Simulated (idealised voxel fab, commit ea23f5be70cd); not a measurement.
voxel gate over fins: a process module
Square cells of 5 nm make up the cross-section cut, whose width is 300 nm.
Bands, listed from the top down, are how a cross-section gets written in this document; the cross-section itself is a grid of square cells, and a band is one or more rows of them. Band: top and bottom heights (nm) first, top before bottom; then materials from left to right, widths in nm. "edge to edge" marks a sole material filling the band edge to edge. "empty" denotes empty space. Heights from 0 (as-received wafer is one material below). Bottom band endless downward, as "0..down". Think of "30->40" as a width that walks from the first number to the second as you go down the band, top row to bottom row, taking equal-sized steps from row to row. "no alterations made" means the step left every cell of the cross-section as it was. "Enclosed void listing": sealed empty spaces, 8 cells or more, no open way to top, listed width x height at distance, with distance from the left edge and width, height and distance in nm. after a step's settings: what the simulator itself notes on the step. The "overlay nm" setting may appear on a step's line; for a step that uses a mask, it gives how far to the right of its planned position the mask lay, and a negative value indicates the left.
# The process steps that were planned are listed below
- 1: RECEIVE: material Si
- 2: CONFORMAL_DEP: material SiN, thk nm 10
- 3: DIRECTIONAL_DEP: material aC, thk nm 15
- 4: PATTERN: tone cover, mask id FINS, material resist, width nm 15, pitch nm 40, thk nm 35, overlay nm 0
- 5: DIRECTIONAL_ETCH: etch materials aC, depth nm 15
- 6: STRIP: etch materials resist
- 7: DIRECTIONAL_ETCH: etch materials SiN, depth nm 10
- 8: DIRECTIONAL_ETCH: etch materials Si, depth nm 30
- 9: STRIP: etch materials aC
- 10: OXIDIZE: depth nm 5
- 11: FILL_DEP: material SiO2, thk nm 5
- 12: CMP: height nm 10
- 13: SELECTIVE_ETCH: etch materials SiO2, depth nm 25
- 14: STRIP: etch materials SiN
- 15: CONFORMAL_DEP: material HfO2, thk nm 5
- 16: CONFORMAL_DEP: material TiN, thk nm 5
- 17: FILL_DEP: material W, thk nm 15
- 18: CMP: height nm 20
- 19: CONFORMAL_DEP: material SiCN, thk nm 10
# Run as planned: first of two wafers
# Received-state cross-section, reflecting completion of step 1
	0..down = Si edge to edge
	Enclosed void listing: none
# Take a look at the wafer's cross-section after step 2
	10..0 = SiN edge to edge
	No changes below 0.
# Take a look at the wafer's cross-section after step 3
	25..10 = aC edge to edge
	No changes below 10.
# Take a look at the wafer's cross-section after step 4
	60..25 = 100 of empty | 15 of resist | 25 of empty | 15 of resist | 25 of empty | 15 of resist | 105 of empty
	No changes below 25.
# Take a look at the wafer's cross-section after step 5
	45..25 = 100 of empty | 15 of resist | 25 of empty | 15 of resist | 25 of empty | 15 of resist | 105 of empty
	25..10 = 100 of empty | 15 of aC | 25 of empty | 15 of aC | 25 of empty | 15 of aC | 105 of empty
	No changes below 10.
# Take a look at the wafer's cross-section after step 6
	25..10 = 100 of empty | 15 of aC | 25 of empty | 15 of aC | 25 of empty | 15 of aC | 105 of empty
	No changes below 10.
# Take a look at the wafer's cross-section after step 7
	25..10 = 100 of empty | 15 of aC | 25 of empty | 15 of aC | 25 of empty | 15 of aC | 105 of empty
	10..0 = 100 of empty | 15 of SiN | 25 of empty | 15 of SiN | 25 of empty | 15 of SiN | 105 of empty
	No changes below 0.
# Take a look at the wafer's cross-section after step 8
	25..10 = 100 of empty | 15 of aC | 25 of empty | 15 of aC | 25 of empty | 15 of aC | 105 of empty
	10..0 = 100 of empty | 15 of SiN | 25 of empty | 15 of SiN | 25 of empty | 15 of SiN | 105 of empty
	0..-30 = 100 of empty | 15 of Si | 25 of empty | 15 of Si | 25 of empty | 15 of Si | 105 of empty
	No changes below -30.
# Take a look at the wafer's cross-section after step 9
	10..0 = 100 of empty | 15 of SiN | 25 of empty | 15 of SiN | 25 of empty | 15 of SiN | 105 of empty
	No changes below 0.
# Take a look at the wafer's cross-section after step 10
	10..0 = 100 of empty | 15 of SiN | 25 of empty | 15 of SiN | 25 of empty | 15 of SiN | 105 of empty
	0..-30 = 100 of empty | 5 of SiO2 | 5 of Si | 5 of SiO2 | 25 of empty | 5 of SiO2 | 5 of Si | 5 of SiO2 | 25 of empty | 5 of SiO2 | 5 of Si | 5 of SiO2 | 105 of empty
	-30..-35 = 105 of SiO2 | 5 of Si | 35 of SiO2 | 5 of Si | 35 of SiO2 | 5 of Si | 110 of SiO2
	No changes below -35.
# Take a look at the wafer's cross-section after step 11
	15..10 = SiO2 edge to edge
	10..0 = 100 of SiO2 | 15 of SiN | 25 of SiO2 | 15 of SiN | 25 of SiO2 | 15 of SiN | 105 of SiO2
	0..-35 = 105 of SiO2 | 5 of Si | 35 of SiO2 | 5 of Si | 35 of SiO2 | 5 of Si | 110 of SiO2
	No changes below -35.
# Take a look at the wafer's cross-section after step 12
	10..0 = 100 of SiO2 | 15 of SiN | 25 of SiO2 | 15 of SiN | 25 of SiO2 | 15 of SiN | 105 of SiO2
	No changes below 0.
# Take a look at the wafer's cross-section after step 13
	10..0 = 100 of empty | 15 of SiN | 25 of empty | 15 of SiN | 25 of empty | 15 of SiN | 105 of empty
	0..-15 = 105 of empty | 5 of Si | 35 of empty | 5 of Si | 35 of empty | 5 of Si | 110 of empty
	No changes below -15.
# Take a look at the wafer's cross-section after step 14
	0..-15 = 105 of empty | 5 of Si | 35 of empty | 5 of Si | 35 of empty | 5 of Si | 110 of empty
	No changes below -15.
# Take a look at the wafer's cross-section after step 15
	5..0 = 100 of empty | 15 of HfO2 | 25 of empty | 15 of HfO2 | 25 of empty | 15 of HfO2 | 105 of empty
	0..-10 = 100 of empty | 5 of HfO2 | 5 of Si | 5 of HfO2 | 25 of empty | 5 of HfO2 | 5 of Si | 5 of HfO2 | 25 of empty | 5 of HfO2 | 5 of Si | 5 of HfO2 | 105 of empty
	-10..-15 = 105 of HfO2 | 5 of Si | 35 of HfO2 | 5 of Si | 35 of HfO2 | 5 of Si | 110 of HfO2
	No changes below -15.
# Take a look at the wafer's cross-section after step 16
	10..5 = 95 of empty | 25 of TiN | 15 of empty | 25 of TiN | 15 of empty | 25 of TiN | 100 of empty
	5..0 = 95 of empty | 5 of TiN | 15 of HfO2 | 5 of TiN | 15 of empty | 5 of TiN | 15 of HfO2 | 5 of TiN | 15 of empty | 5 of TiN | 15 of HfO2 | 5 of TiN | 100 of empty
	0..-5 = 95 of empty | 5 of TiN | 5 of HfO2 | 5 of Si | 5 of HfO2 | 5 of TiN | 15 of empty | 5 of TiN | 5 of HfO2 | 5 of Si | 5 of HfO2 | 5 of TiN | 15 of empty | 5 of TiN | 5 of HfO2 | 5 of Si | 5 of HfO2 | 5 of TiN | 100 of empty
	-5..-10 = 100 of TiN | 5 of HfO2 | 5 of Si | 5 of HfO2 | 25 of TiN | 5 of HfO2 | 5 of Si | 5 of HfO2 | 25 of TiN | 5 of HfO2 | 5 of Si | 5 of HfO2 | 105 of TiN
	No changes below -10.
# Take a look at the wafer's cross-section after step 17
	25..10 = W edge to edge
	10..5 = 95 of W | 25 of TiN | 15 of W | 25 of TiN | 15 of W | 25 of TiN | 100 of W
	5..0 = 95 of W | 5 of TiN | 15 of HfO2 | 5 of TiN | 15 of W | 5 of TiN | 15 of HfO2 | 5 of TiN | 15 of W | 5 of TiN | 15 of HfO2 | 5 of TiN | 100 of W
	0..-5 = 95 of W | 5 of TiN | 5 of HfO2 | 5 of Si | 5 of HfO2 | 5 of TiN | 15 of W | 5 of TiN | 5 of HfO2 | 5 of Si | 5 of HfO2 | 5 of TiN | 15 of W | 5 of TiN | 5 of HfO2 | 5 of Si | 5 of HfO2 | 5 of TiN | 100 of W
	No changes below -5.
# Take a look at the wafer's cross-section after step 18
	20..10 = W edge to edge
	No changes below 10.
# Take a look at the wafer's cross-section after step 19
	30..20 = SiCN edge to edge
	No changes below 20.
# Wafer two of two - same starting point, same process plan, one mistake in execution; matches wafer one up to and including step 14
# Second wafer cross-section, taken as of the time the plan sets for step 15 to be done
	5..0 = 100 of empty | 15 of TiN | 25 of empty | 15 of TiN | 25 of empty | 15 of TiN | 105 of empty
	0..-10 = 100 of empty | 5 of TiN | 5 of Si | 5 of TiN | 25 of empty | 5 of TiN | 5 of Si | 5 of TiN | 25 of empty | 5 of TiN | 5 of Si | 5 of TiN | 105 of empty
	-10..-15 = 105 of TiN | 5 of Si | 35 of TiN | 5 of Si | 35 of TiN | 5 of Si | 110 of TiN
	No changes below -15.
# Second wafer cross-section, taken as of the time the plan sets for step 16 to be done
	10..5 = 95 of empty | 25 of HfO2 | 15 of empty | 25 of HfO2 | 15 of empty | 25 of HfO2 | 100 of empty
	5..0 = 95 of empty | 5 of HfO2 | 15 of TiN | 5 of HfO2 | 15 of empty | 5 of HfO2 | 15 of TiN | 5 of HfO2 | 15 of empty | 5 of HfO2 | 15 of TiN | 5 of HfO2 | 100 of empty
	0..-5 = 95 of empty | 5 of HfO2 | 5 of TiN | 5 of Si | 5 of TiN | 5 of HfO2 | 15 of empty | 5 of HfO2 | 5 of TiN | 5 of Si | 5 of TiN | 5 of HfO2 | 15 of empty | 5 of HfO2 | 5 of TiN | 5 of Si | 5 of TiN | 5 of HfO2 | 100 of empty
	-5..-10 = 100 of HfO2 | 5 of TiN | 5 of Si | 5 of TiN | 25 of HfO2 | 5 of TiN | 5 of Si | 5 of TiN | 25 of HfO2 | 5 of TiN | 5 of Si | 5 of TiN | 105 of HfO2
	No changes below -10.
# Second wafer cross-section, taken as of the time the plan sets for step 17 to be done
	25..10 = W edge to edge
	10..5 = 95 of W | 25 of HfO2 | 15 of W | 25 of HfO2 | 15 of W | 25 of HfO2 | 100 of W
	5..0 = 95 of W | 5 of HfO2 | 15 of TiN | 5 of HfO2 | 15 of W | 5 of HfO2 | 15 of TiN | 5 of HfO2 | 15 of W | 5 of HfO2 | 15 of TiN | 5 of HfO2 | 100 of W
	0..-5 = 95 of W | 5 of HfO2 | 5 of TiN | 5 of Si | 5 of TiN | 5 of HfO2 | 15 of W | 5 of HfO2 | 5 of TiN | 5 of Si | 5 of TiN | 5 of HfO2 | 15 of W | 5 of HfO2 | 5 of TiN | 5 of Si | 5 of TiN | 5 of HfO2 | 100 of W
	No changes below -5.
# Second wafer cross-section, taken as of the time the plan sets for step 18 to be done
	20..10 = W edge to edge
	No changes below 10.
# Second wafer cross-section, taken as of the time the plan sets for step 19 to be done
	30..20 = SiCN edge to edge
	No changes below 20.
In executing the process, a mistake was made relative to the plan: contrary to the plan, steps 15 and 16 were processed in exchanged order
When the process is done, the second wafer contains the same cell count of every material as the first wafer, but distributed over other locations.
